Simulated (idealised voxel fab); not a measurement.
Process module name: voxel self aligned vias
Section shown: cut. Width: 265 nm. Cell size: 5 nm, square.
Square cells in a grid make up a cross-section in this document, and the grid is given as bands, listed from the top down, each one or more rows of cells.
Band entry format. Leading values: height of top, height of bottom, nm. Remainder: materials in left-to-right order, each with its width in nm. Special words: "everywhere" on a single material, which then fills the band edge to edge; "blank", empty space.
It should be noted that heights are counted from 0, beneath which the wafer as supplied is of one material throughout, and that the lowest band possesses no lower boundary but continues downward, as written in "z 0 and below".
Quick explanation for "30->40": the width changes in equal steps down the rows of cells, from the first number in the band's top row to the second number in its bottom row.
Where a step carries "no alteration", the cross-section came out of it unchanged, cell for cell.
Voids not open to the top, 8 cells minimum: see "Sealed internal voids". Written width x height at distance; distance is from the left edge; nm.
Whatever follows a step's settings on its line is a remark the simulator itself makes about that step.
overlay nm: right-of-plan distance of the mask on a masked step; negative values mean left-of-plan.

plan:
1,RECEIVE,material Si
2,CONFORMAL_DEP,material SiO2,thk nm 15
3,CONFORMAL_DEP,material SiCN,thk nm 5
4,DIRECTIONAL_DEP,material lowk,thk nm 25
5,DIRECTIONAL_DEP,material aC,thk nm 15
6,PATTERN,tone open,mask id LINES,material resist,width nm 20,pitch nm 60,thk nm 35,overlay nm -15
7,DIRECTIONAL_ETCH,etch materials aC,depth nm 15
8,STRIP,etch materials resist
9,DIRECTIONAL_ETCH,etch materials lowk,depth nm 25
10,STRIP,etch materials aC
11,CONFORMAL_DEP,material TiN,thk nm 5
12,FILL_DEP,material W,thk nm 5
13,CMP,height nm 45
14,SELECTIVE_ETCH,etch materials W Ru TiN,depth nm 10
15,FILL_DEP,material SiN,thk nm 10
16,CMP,height nm 45
17,DIRECTIONAL_DEP,material lowk,thk nm 15
18,DIRECTIONAL_DEP,material aC,thk nm 15
19,PATTERN,tone open,mask id VIAS,material resist,width nm 30,pitch nm 60,thk nm 35,overlay nm 0
20,DIRECTIONAL_ETCH,etch materials aC,depth nm 15
21,STRIP,etch materials resist
22,DIRECTIONAL_ETCH,etch materials lowk,depth nm 15
23,DIRECTIONAL_ETCH,etch materials SiN,depth nm 10
24,STRIP,etch materials aC
25,CONFORMAL_DEP,material TiN,thk nm 5
26,FILL_DEP,material W,thk nm 10
27,CMP,height nm 60
28,CONFORMAL_DEP,material SiN,thk nm 5
For this document, wafers share an identical start and vary in the step 6 overlay nm; the plan quotes the first wafer's value.

The first of several wafers in cross-section, exactly as it reached us after step 1:
z 0 and below: Si everywhere
Sealed internal voids: none

Below, a row for every wafer. Read it as the end-of-module picture: for each material the wafer shows its cells gained (+) or lost (-) since it was received, and then its closed voids:
overlay nm -15, +53 SiCN, +65 SiN, +159 SiO2, +66 TiN, +36 W, +310 lowk, Sealed internal voids: none
overlay nm -10, +53 SiCN, +59 SiN, +159 SiO2, +66 TiN, +42 W, +310 lowk, Sealed internal voids: none
overlay nm -5, +53 SiCN, +53 SiN, +159 SiO2, +66 TiN, +48 W, +310 lowk, Sealed internal voids: none
overlay nm 0, +53 SiCN, +53 SiN, +159 SiO2, +66 TiN, +48 W, +310 lowk, Sealed internal voids: none
overlay nm 5, +53 SiCN, +53 SiN, +159 SiO2, +66 TiN, +48 W, +310 lowk, Sealed internal voids: none
overlay nm 10, +53 SiCN, +59 SiN, +159 SiO2, +66 TiN, +42 W, +310 lowk, Sealed internal voids: none
overlay nm 15, +53 SiCN, +65 SiN, +159 SiO2, +66 TiN, +36 W, +310 lowk, Sealed internal voids: none
